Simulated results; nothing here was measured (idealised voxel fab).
Presented below is a process module, voxel self aligned vias.
The width of the displayed cross-section, cut, is 220 nm; its cells are square, with a size of 5 nm.
A cross-section is a grid of square cells, given in bands from the top down. A band is one or more rows of cells.
The entry gives the band's vertical extent as a top height and a bottom height in nm, then its horizontal make-up as materials from left to right, each with a width in nm. "empty" stands for empty space; a single material marked "all across" fills the band edge to edge.
Zero point of the height axis is 0; under it, received wafer = one material. Lowest band: continues down indefinitely, "0 and below".
Quick explanation for "30->40": the width changes in equal steps down the rows of cells, from the first number in the band's top row to the second number in its bottom row.
Basically "remained the same" means that step didn't change any cell in the cross-section.
The entry titled "Closed voids list" provides the empty spaces that have no open way to the top, restricted to those of 8 cells or more. Each is presented as width x height at distance, the distance being measured from the left edge, with all three in nm.
Where a step's line continues beyond its settings, the continuation is a remark by the simulator itself on that step.
overlay nm: for a step with a mask, the amount by which the mask lay right of where it was planned; a negative amount means left of it.

## The steps planned for the process are as follows
1: op RECEIVE | material Si
2: op CONFORMAL_DEP | material SiO2 | thk nm 10
3: op CONFORMAL_DEP | material SiCN | thk nm 5
4: op DIRECTIONAL_DEP | material lowk | thk nm 25
5: op MASKED_ETCH | tone open | mask id LINES | width nm 20 | pitch nm 60 | etch materials lowk | depth nm 25 | overlay nm 0
6: op CONFORMAL_DEP | material TiN | thk nm 5
7: op FILL_DEP | material W | thk nm 5
8: op CMP | height nm 40
9: op SELECTIVE_ETCH | etch materials W Ru TiN | depth nm 5
10: op FILL_DEP | material SiN | thk nm 10
11: op CMP | height nm 40
12: op DIRECTIONAL_DEP | material lowk | thk nm 20
13: op MASKED_ETCH | tone open | mask id VIAS | width nm 40 | pitch nm 60 | etch materials lowk | depth nm 20 | overlay nm 0
14: op MASKED_ETCH | tone open | mask id VIAS | width nm 40 | pitch nm 60 | etch materials SiN | depth nm 5 | overlay nm 0
15: op CONFORMAL_DEP | material TiN | thk nm 5
16: op FILL_DEP | material W | thk nm 5
17: op CMP | height nm 60
18: op CONFORMAL_DEP | material SiN | thk nm 5

## as received, after step 1
0 and below | Si all across
Closed voids list: none

## Starting structure and process plan are as shown above, but one mistake was made in running the module; the wafer cross-section at the end of the module follows
65 down to 60 | SiN all across
60 down to 45 | 60 lowk  5 TiN  30 W  5 TiN  20 lowk  5 TiN  30 W  5 TiN  60 lowk
45 down to 40 | 60 lowk  40 TiN  20 lowk  40 TiN  60 lowk
40 down to 35 | 60 SiN  10 TiN  20 lowk  10 TiN  20 SiN  10 TiN  20 lowk  10 TiN  60 SiN
35 down to 20 | 65 W  5 TiN  20 lowk  5 TiN  30 W  5 TiN  20 lowk  5 TiN  65 W
20 down to 15 | 70 TiN  20 lowk  40 TiN  20 lowk  70 TiN
15 down to 10 | SiCN all across
10 down to 0 | SiO2 all across
0 and below | Si all across
Closed voids list: none
Run error: step 5 ran differently from the plan; actual operation with settings: op MASKED_ETCH | tone cover | mask id LINES | width nm 20 | pitch nm 60 | etch materials lowk | depth nm 25 | overlay nm 0
